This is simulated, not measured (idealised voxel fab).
This is a process module. Its name is voxel transistor to metal.
Section cut is 185 nm wide and gridded with 5 nm square cells.
Reading order for cross-sections: top band down to bottom band. Underlying form: a grid of square cells. Band size: one or more rows of cells.
This entry defines a band. It first specifies the height of the band's top and the height of its bottom in nm, and then specifies the band's materials from left to right, stating each material with its width in nm. The word "throughout" identifies a single material that fills the band from edge to edge, while the word "empty" identifies empty space.
Basically, 0 is our baseline, since under it the wafer straight out of the box is all one material. The bottom band has no lower end and keeps on going down, so it looks like "from 0 down".
Width spec "30 to 40" -> top row of cells at first value, bottom row at second value, equal per-row change in between.
What does "all unchanged" mean for a step? It means no cell of the cross-section changed in that step.
Listed in "Sealed void inventory": every empty space of 8 or more cells without an open way to the top. Form: width x height at distance, the distance being from the left edge, all in nm.
On each step's line, the part that comes after the settings is the simulator's own comment on the step.
Each step line may optionally specify "overlay nm", which for a step with a mask gives the rightward distance between the mask's planned place and where it lay, a negative value indicating the leftward direction.

# These are the steps we planned for the process
| 1 | RECEIVE: material Si |
| 2 | OXIDIZE: depth nm 5 |
| 3 | CONFORMAL_DEP: material SiN, thk nm 10 |
| 4 | MASKED_ETCH: tone cover, mask id ACTIVE, width nm 105, etch materials SiN, depth nm 10, overlay nm 0 |
| 5 | MASKED_ETCH: tone cover, mask id ACTIVE, width nm 105, etch materials SiO2, depth nm 5, overlay nm 0 |
| 6 | MASKED_ETCH: tone cover, mask id ACTIVE, width nm 105, etch materials Si, depth nm 35, overlay nm 0 |
| 7 | FILL_DEP: material SiO2, thk nm 10 |
| 8 | CMP: height nm 10 |
| 9 | SELECTIVE_ETCH: etch materials SiO2, depth nm 10 |
| 10 | STRIP: etch materials SiN |
| 11 | SELECTIVE_ETCH: etch materials SiO2, depth nm 5 |
| 12 | OXIDIZE: depth nm 5 |
| 13 | DIRECTIONAL_DEP: material polySi, thk nm 25 |
| 14 | DIRECTIONAL_DEP: material SiCN, thk nm 10 |
| 15 | MASKED_ETCH: tone cover, mask id GATE, width nm 15, etch materials SiCN, depth nm 20, overlay nm 0 |
| 16 | MASKED_ETCH: tone cover, mask id GATE, width nm 15, etch materials polySi, depth nm 35, overlay nm 0 |
| 17 | CONFORMAL_DEP: material SiO2, thk nm 5 |
| 18 | DIRECTIONAL_ETCH: etch materials SiO2, depth nm 5 |
| 19 | CONFORMAL_DEP: material SiN, thk nm 10 |
| 20 | DIRECTIONAL_ETCH: etch materials SiN, depth nm 10 |
| 21 | DIRECTIONAL_ETCH: etch materials SiO2, depth nm 5 |
| 22 | EPI: material SiGe, thk nm 5 |
| 23 | FILL_DEP: material SiO2, thk nm 10 |
| 24 | CMP: height nm 30 |
| 25 | DIRECTIONAL_DEP: material SiO2, thk nm 10 |
| 26 | DIRECTIONAL_DEP: material aC, thk nm 10 |
| 27 | PATTERN: tone open, mask id CONTACT, material resist, width nm 35, pitch nm 60, thk nm 25, overlay nm 0 |
| 28 | DIRECTIONAL_ETCH: etch materials aC, depth nm 10 |
| 29 | STRIP: etch materials resist |
| 30 | DIRECTIONAL_ETCH: etch materials SiO2, depth nm 45 |
| 31 | STRIP: etch materials aC |
| 32 | CONFORMAL_DEP: material TiN, thk nm 5 |
| 33 | FILL_DEP: material Ru, thk nm 10 |
| 34 | CMP: height nm 40 |
| 35 | CONFORMAL_DEP: material SiN, thk nm 5 |
| 36 | DIRECTIONAL_DEP: material SiO2, thk nm 15 |
| 37 | MASKED_ETCH: tone open, mask id METAL_1, width nm 20, pitch nm 75, etch materials SiO2, depth nm 15, overlay nm 0 |
| 38 | MASKED_ETCH: tone open, mask id METAL_1, width nm 20, pitch nm 75, etch materials SiN, depth nm 5, overlay nm 0 |
| 39 | CONFORMAL_DEP: material TiN, thk nm 5 |
| 40 | FILL_DEP: material Ru, thk nm 10 |
| 41 | CMP: height nm 60 |
| 42 | CONFORMAL_DEP: material SiCN, thk nm 5 |
| 43 | DIRECTIONAL_DEP: material SiO2, thk nm 30 |
| 44 | MASKED_ETCH: tone open, mask id METAL_2, width nm 20, pitch nm 75, etch materials SiO2, depth nm 15, overlay nm 0 |
| 45 | PATTERN: tone open, mask id METAL_2_HOLES, material resist, width nm 15, pitch nm 75, thk nm 20, overlay nm 0 |
| 46 | DIRECTIONAL_ETCH: etch materials SiO2, depth nm 15 |
| 47 | DIRECTIONAL_ETCH: etch materials SiCN, depth nm 5 |
| 48 | STRIP: etch materials resist |
| 49 | CONFORMAL_DEP: material TiN, thk nm 5 |
| 50 | FILL_DEP: material Ru, thk nm 5 |
| 51 | CMP: height nm 95 |
| 52 | CONFORMAL_DEP: material SiN, thk nm 5 |

# Cross-section of the wafer as it came to us, i.e., already through step 1
* from 0 down  Si throughout
* Sealed void inventory: none

# Post-module cross-section of the first of two wafers (run per plan)
* from 100 to 95  SiN throughout
* from 95 to 85  SiO2: 45 | TiN: 5 | Ru: 10 | TiN: 5 | SiO2: 55 | TiN: 5 | Ru: 10 | TiN: 5 | SiO2: 45
* from 85 to 80  SiO2: 45 | TiN: 5 | Ru: 5 | TiN: 10 | SiO2: 55 | TiN: 5 | Ru: 5 | TiN: 10 | SiO2: 45
* from 80 to 65  SiO2: 45 | TiN: 5 | Ru: 5 | TiN: 5 | SiO2: 60 | TiN: 5 | Ru: 5 | TiN: 5 | SiO2: 50
* from 65 to 60  SiCN: 45 | TiN: 15 | SiCN: 60 | TiN: 15 | SiCN: 50
* from 60 to 45  SiO2: 45 | TiN: 5 | Ru: 10 | TiN: 5 | SiO2: 55 | TiN: 5 | Ru: 10 | TiN: 5 | SiO2: 45
* from 45 to 40  SiN: 45 | TiN: 20 | SiN: 55 | TiN: 20 | SiN: 45
* from 40 to 30  SiO2: 45 | TiN: 5 | Ru: 25 to 15 | TiN: 5 to 15 | SiO2: 25 | TiN: 5 to 15 | Ru: 25 to 15 | TiN: 5 | SiO2: 45
* from 30 to 20  SiO2: 45 | TiN: 5 | Ru: 15 | TiN: 5 | SiN: 10 | SiO2: 5 | SiCN: 15 | SiO2: 5 | SiN: 10 | TiN: 5 | Ru: 15 | TiN: 5 | SiO2: 45
* from 20 to 0  SiO2: 45 | TiN: 5 | Ru: 15 | TiN: 5 | SiN: 10 | SiO2: 5 | polySi: 15 | SiO2: 5 | SiN: 10 | TiN: 5 | Ru: 15 | TiN: 5 | SiO2: 45
* from 0 to -5  SiO2: 45 | TiN: 25 | SiN: 10 | SiO2: 5 | polySi: 15 | SiO2: 5 | SiN: 10 | TiN: 25 | SiO2: 45
* from -5 to -10  SiO2: 35 | SiGe: 35 | SiO2: 45 | SiGe: 35 | SiO2: 35
* from -10 to -40  SiO2: 40 | Si: 105 | SiO2: 40
* from -40 down  Si throughout
* Sealed void inventory: none

# Cross-sectional view: second of two wafers, end of module; start and plan identical to the first, one mistake in running
* from 100 to 95  SiN throughout
* from 95 to 70  SiO2: 45 | TiN: 5 | Ru: 10 | TiN: 5 | SiO2: 55 | TiN: 5 | Ru: 10 | TiN: 5 | SiO2: 45
* from 70 to 65  SiO2: 45 | TiN: 5 | Ru: 5 | TiN: 10 | SiO2: 55 | TiN: 5 | Ru: 5 | TiN: 10 | SiO2: 45
* from 65 to 60  SiCN: 45 | TiN: 15 | SiCN: 60 | TiN: 15 | SiCN: 50
* from 60 to 45  SiO2: 45 | TiN: 5 | Ru: 10 | TiN: 5 | SiO2: 55 | TiN: 5 | Ru: 10 | TiN: 5 | SiO2: 45
* from 45 to 40  SiN: 45 | TiN: 20 | SiN: 55 | TiN: 20 | SiN: 45
* from 40 to 30  SiO2: 45 | TiN: 5 | Ru: 25 to 15 | TiN: 5 to 15 | SiO2: 25 | TiN: 5 to 15 | Ru: 25 to 15 | TiN: 5 | SiO2: 45
* from 30 to 20  SiO2: 45 | TiN: 5 | Ru: 15 | TiN: 5 | SiN: 10 | SiO2: 5 | SiCN: 15 | SiO2: 5 | SiN: 10 | TiN: 5 | Ru: 15 | TiN: 5 | SiO2: 45
* from 20 to 0  SiO2: 45 | TiN: 5 | Ru: 15 | TiN: 5 | SiN: 10 | SiO2: 5 | polySi: 15 | SiO2: 5 | SiN: 10 | TiN: 5 | Ru: 15 | TiN: 5 | SiO2: 45
* from 0 to -5  SiO2: 45 | TiN: 25 | SiN: 10 | SiO2: 5 | polySi: 15 | SiO2: 5 | SiN: 10 | TiN: 25 | SiO2: 45
* from -5 to -10  SiO2: 35 | SiGe: 35 | SiO2: 45 | SiGe: 35 | SiO2: 35
* from -10 to -40  SiO2: 40 | Si: 105 | SiO2: 40
* from -40 down  Si throughout
* Sealed void inventory: none
What was done differently from what was planned? plan step 44 ran twice
Counted in cells at the end, the second wafer holds more or fewer of these materials than the first: Ru +6; SiO2 -6
